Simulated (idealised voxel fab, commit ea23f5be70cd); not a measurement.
The process module presented herein is designated voxel gate over fins.
Pictured: cross-section cut, 145 nm wide, on a grid of 5 nm square cells.
In this document a cross-section is written as a grid of square cells. It is given as a series of bands, listed from the top down, and a band is one or more rows of cells. Heads up on the band format: heights come first, top then bottom, in nm. After that it's the materials left to right, each with its width in nm. A single material flagged "everywhere" fills the whole band edge to edge, and "air" means there's empty space there. Measure heights from 0. That's the level where, below it, the as-received wafer is all one material. The lowest band is bottomless and extends downward; write it as in "0 nm and below". Width: "30 to 40" (first number = top row, second number = bottom row, same change from row to row of cells). When a step is marked "nothing got changed", none of the cells in the cross-section changed during that step. In the "Enclosed void inventory" entry, you get each enclosed empty space of 8 cells or more, one with no open way to the top, written width x height at distance, distance from the left edge, in nm. after a step's settings: what the simulator itself notes on the step. The setting "overlay nm" may be written on the line of a step. When the step uses a mask, the value reports how far to the right of the planned place the mask lay, and a negative value reports that it lay to the left.

# Intended process steps
1,RECEIVE,material Si
2,CONFORMAL_DEP,material SiN,thk nm 10
3,DIRECTIONAL_DEP,material aC,thk nm 15
4,PATTERN,tone cover,mask id FINS,material resist,width nm 15,pitch nm 40,thk nm 35,overlay nm 0
5,DIRECTIONAL_ETCH,etch materials aC,depth nm 15
6,STRIP,etch materials resist
7,DIRECTIONAL_ETCH,etch materials SiN,depth nm 10
8,DIRECTIONAL_ETCH,etch materials Si,depth nm 30
9,STRIP,etch materials aC
10,OXIDIZE,depth nm 5
11,FILL_DEP,material SiO2,thk nm 10
12,CMP,height nm 10
13,SELECTIVE_ETCH,etch materials SiO2,depth nm 25
14,STRIP,etch materials SiN
15,CONFORMAL_DEP,material HfO2,thk nm 5
16,CONFORMAL_DEP,material TiN,thk nm 5
17,FILL_DEP,material W,thk nm 10
18,CMP,height nm 15
19,CONFORMAL_DEP,material SiN,thk nm 5

# Shown in cross-section is the wafer as received, that is, as it stands after step 1
- 0 nm and below | Si everywhere
- Enclosed void inventory: none

# The cross-section shown corresponds to the wafer at the conclusion of the module. The initial structure and the process plan are those presented above; however, one mistake occurred in executing the plan
- 20 nm to 15 nm | SiN everywhere
- 15 nm to 10 nm | W everywhere
- 10 nm to 5 nm | 10 of W, 25 of TiN, 15 of W, 25 of TiN, 15 of W, 25 of TiN, 30 of W
- 5 nm to 0 nm | 10 of W, 5 of TiN, 15 of HfO2, 5 of TiN, 15 of W, 5 of TiN, 15 of HfO2, 5 of TiN, 15 of W, 5 of TiN, 15 of HfO2, 5 of TiN, 30 of W
- 0 nm to -5 nm | 10 of W, 5 of TiN, 5 of HfO2, 5 of Si, 5 of HfO2, 5 of TiN, 15 of W, 5 of TiN, 5 of HfO2, 5 of Si, 5 of HfO2, 5 of TiN, 15 of W, 5 of TiN, 5 of HfO2, 5 of Si, 5 of HfO2, 5 of TiN, 30 of W
- -5 nm to -10 nm | 15 of TiN, 5 of HfO2, 5 of Si, 5 of HfO2, 25 of TiN, 5 of HfO2, 5 of Si, 5 of HfO2, 25 of TiN, 5 of HfO2, 5 of Si, 5 of HfO2, 35 of TiN
- -10 nm to -15 nm | 20 of HfO2, 5 of Si, 35 of HfO2, 5 of Si, 35 of HfO2, 5 of Si, 40 of HfO2
- -15 nm to -35 nm | 20 of SiO2, 5 of Si, 35 of SiO2, 5 of Si, 35 of SiO2, 5 of Si, 40 of SiO2
- -35 nm and below | Si everywhere
- Enclosed void inventory: none
Which mistake was made when the wafer was run? rather than as planned, step 4 actually ran as PATTERN,tone cover,mask id FINS,material resist,width nm 15,pitch nm 40,thk nm 35,overlay nm -10
